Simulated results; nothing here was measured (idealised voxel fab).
Process module, titled voxel ribs on slabs
The figure presents cross-section cut, which has a width of 170 nm and is divided into square cells with an edge length of 5 nm.
Bands, listed from the top down, are how a cross-section gets written in this document; the cross-section itself is a grid of square cells, and a band is one or more rows of them. Heads up on the band format: heights come first, top then bottom, in nm. After that it's the materials left to right, each with its width in nm. A single material flagged "full width" fills the whole band edge to edge, and "blank" means there's empty space there. Heights are measured from 0, the level below which the as-received wafer is all one material; the lowest band has no bottom and continues downward, written as in "0 and below". Per-row width for "30..40": begins at first number (top row of band), ends at second number (bottom row), increment between rows held constant. "no alterations made" (step): cross-section cells unchanged, all of them. Empty spaces without an open route to the top, at least 8 cells in extent, make up the entry "Sealed void inventory"; each is given as width x height at distance, where the distance is measured from the left edge, and all are in nm. Step line, after settings: the simulator's comment on this step. "overlay nm" on a masked step: distance the mask lay right of its planned place, negative for left.

Plan:
1,RECEIVE, material Si
2,DIRECTIONAL_DEP, material SiO2, thk nm 30
3,DIRECTIONAL_DEP, material polySi, thk nm 25
4,MASKED_ETCH, tone cover, mask id RIB, width nm 30, etch materials polySi, depth nm 15, overlay nm 0
5,DIRECTIONAL_DEP, material aC, thk nm 10
6,PATTERN, tone cover, mask id SLAB, material resist, width nm 80, thk nm 25, overlay nm 0
7,DIRECTIONAL_ETCH, etch materials aC, depth nm 10
8,STRIP, etch materials resist
9,DIRECTIONAL_ETCH, etch materials polySi, depth nm 10
10,STRIP, etch materials aC
11,FILL_DEP, material SiO2, thk nm 15
12,CMP, height nm 65
13,DIRECTIONAL_DEP, material TiN, thk nm 10
14,PATTERN, tone cover, mask id HEATER, material resist, width nm 40, thk nm 15, overlay nm 0
15,DIRECTIONAL_ETCH, etch materials TiN, depth nm 10
16,STRIP, etch materials resist
17,CONFORMAL_DEP, material SiO2, thk nm 10

Incoming wafer in cross-section (state: after step 1):
> 0 and below: Si full width
> Sealed void inventory: none

One mistake in running the module, otherwise start and plan as above: cross-section at the end:
> 85 down to 75: 55 blank, then 60 SiO2, then 55 blank
> 75 down to 65: 65 SiO2, then 40 TiN, then 65 SiO2
> 65 down to 55: SiO2 full width
> 55 down to 45: 45 SiO2, then 25 polySi, then 30 SiO2, then 25 polySi, then 45 SiO2
> 45 down to 40: 70 polySi, then 30 SiO2, then 70 polySi
> 40 down to 30: polySi full width
> 30 down to 0: SiO2 full width
> 0 and below: Si full width
> Sealed void inventory: none
Short version of what went wrong: rather than as planned, step 4 actually ran as MASKED_ETCH, tone open, mask id RIB, width nm 30, etch materials polySi, depth nm 15, overlay nm 0
